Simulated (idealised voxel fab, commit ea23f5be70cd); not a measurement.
process module | voxel capacitor over wiring
cross-section cut | 215 nm wide | cells 5 nm
A cross-section is a grid of square cells, given in bands from the top down. A band is one or more rows of cells.
Each band's line starts with the height of the band's top and of its bottom, in nm. Then come its materials from left to right, each with its width in nm. One material with "throughout" fills the band from edge to edge. "air" is empty space.
Height 0 is the level under which the wafer as received is all one material. The lowest band goes on downwards, as in "0 down".
A width such as "30 to 40" changes by the same amount from each row of cells to the next, from the band's top row to its bottom row.
"no change" after a step means that no cell of the cross-section changed.
closed voids: empty space of 8 cells or more with no open way to the top, each as width x height at its distance from the left edge, in nm
after a step's settings: what the simulator itself notes on the step
overlay nm, on a step with a mask: how far to the right of its planned place the mask lay; to the left if negative
plan
1 op RECEIVE | material Si
2 op CONFORMAL_DEP | material SiO2 | thk nm 15
3 op CONFORMAL_DEP | material SiN | thk nm 5
4 op DIRECTIONAL_DEP | material SiO2 | thk nm 25
5 op PATTERN | tone open | mask id METAL_1 | material resist | width nm 25 | pitch nm 80 | thk nm 15 | overlay nm 0
6 op DIRECTIONAL_ETCH | etch materials SiO2 | depth nm 25
7 op DIRECTIONAL_ETCH | etch materials SiN | depth nm 5
8 op STRIP | etch materials resist
9 op CONFORMAL_DEP | material TiN | thk nm 5
10 op FILL_DEP | material W | thk nm 10
11 op CMP | height nm 45
12 op EPI | material Ru | thk nm 5
13 op FILL_DEP | material SiCN | thk nm 5
14 op DIRECTIONAL_DEP | material lowk | thk nm 15
15 op PATTERN | tone open | mask id PLUG_1 | material resist | width nm 15 | thk nm 15 | overlay nm 0
16 op DIRECTIONAL_ETCH | etch materials lowk | depth nm 15
17 op DIRECTIONAL_ETCH | etch materials SiCN | depth nm 5
18 op STRIP | etch materials resist
19 op EPI | material Ru | thk nm 10
20 op EPI | material Ru | thk nm 10
21 op DIRECTIONAL_DEP | material TiN | thk nm 5
22 op DIRECTIONAL_DEP | material HfO2 | thk nm 5
23 op DIRECTIONAL_DEP | material TiN | thk nm 5
24 op PATTERN | tone cover | mask id UPPER_PLATE | material resist | width nm 60 | thk nm 20 | overlay nm 0
25 op DIRECTIONAL_ETCH | etch materials TiN | depth nm 5
26 op DIRECTIONAL_ETCH | etch materials HfO2 | depth nm 5
27 op STRIP | etch materials resist
28 op PATTERN | tone cover | mask id LOWER_PLATE | material resist | width nm 70 | thk nm 20 | overlay nm 0
29 op DIRECTIONAL_ETCH | etch materials TiN | depth nm 5
30 op STRIP | etch materials resist
31 op FILL_DEP | material SiO2 | thk nm 20
32 op CMP | height nm 100
33 op MASKED_ETCH | tone open | mask id PLUG_2 | width nm 15 | etch materials SiO2 | depth nm 15 | overlay nm -15
34 op CONFORMAL_DEP | material TiN | thk nm 5
35 op FILL_DEP | material Ru | thk nm 10
36 op CMP | height nm 100
37 op CONFORMAL_DEP | material SiCN | thk nm 5
varied across the wafers: overlay nm of step 33. The plan shows the first wafer's value. All wafers start alike
first wafer as received, after step 1
  0 down: Si throughout
  closed voids: none
first wafer at the end, after step 37
  105 to 100: SiCN throughout
  100 to 90: SiO2 60 | TiN 5 | Ru 5 | TiN 5 | SiO2 140
  90 to 80: SiO2 60 to 65 | TiN 15 to 60 | SiO2 140 to 90
  80 to 75: SiO2 65 | HfO2 60 | SiO2 90
  75 to 70: SiO2 60 | TiN 70 | SiO2 85
  70 to 55: lowk 65 | Ru 15 | lowk 135
  55 to 50: SiCN 65 | Ru 15 | SiCN 135
  50 to 45: SiCN 50 | Ru 35 | SiCN 45 | Ru 35 | SiCN 50
  45 to 20: SiO2 55 | TiN 5 | W 15 | TiN 5 | SiO2 55 | TiN 5 | W 15 | TiN 5 | SiO2 55
  20 to 15: SiN 55 | TiN 25 | SiN 55 | TiN 25 | SiN 55
  15 to 0: SiO2 throughout
  0 down: Si throughout
  closed voids: none
last wafer at the end
  105 to 100: SiCN throughout
  100 to 90: SiO2 90 | TiN 5 | Ru 5 | TiN 5 | SiO2 110
  90 to 80: SiO2 90 to 65 | TiN 15 to 60 | SiO2 110 to 90
  80 to 75: SiO2 65 | HfO2 60 | SiO2 90
  75 to 70: SiO2 60 | TiN 70 | SiO2 85
  70 to 55: lowk 65 | Ru 15 | lowk 135
  55 to 50: SiCN 65 | Ru 15 | SiCN 135
  50 to 45: SiCN 50 | Ru 35 | SiCN 45 | Ru 35 | SiCN 50
  45 to 20: SiO2 55 | TiN 5 | W 15 | TiN 5 | SiO2 55 | TiN 5 | W 15 | TiN 5 | SiO2 55
  20 to 15: SiN 55 | TiN 25 | SiN 55 | TiN 25 | SiN 55
  15 to 0: SiO2 throughout
  0 down: Si throughout
  closed voids: none
each wafer at the end: cells of each material gained (+) or lost (-) since it was received, then its closed voids
overlay nm -15 | +12 HfO2 | +28 Ru | +112 SiCN | +33 SiN | +505 SiO2 | +63 TiN | +30 W | +120 lowk | closed voids: none
overlay nm -10 | +12 HfO2 | +28 Ru | +112 SiCN | +33 SiN | +505 SiO2 | +63 TiN | +30 W | +120 lowk | closed voids: none
overlay nm -5 | +12 HfO2 | +28 Ru | +112 SiCN | +33 SiN | +505 SiO2 | +63 TiN | +30 W | +120 lowk | closed voids: none
overlay nm 0 | +12 HfO2 | +28 Ru | +112 SiCN | +33 SiN | +505 SiO2 | +63 TiN | +30 W | +120 lowk | closed voids: none
overlay nm 5 | +12 HfO2 | +28 Ru | +112 SiCN | +33 SiN | +505 SiO2 | +63 TiN | +30 W | +120 lowk | closed voids: none
overlay nm 10 | +12 HfO2 | +28 Ru | +112 SiCN | +33 SiN | +505 SiO2 | +63 TiN | +30 W | +120 lowk | closed voids: none
overlay nm 15 | +12 HfO2 | +28 Ru | +112 SiCN | +33 SiN | +505 SiO2 | +63 TiN | +30 W | +120 lowk | closed voids: none
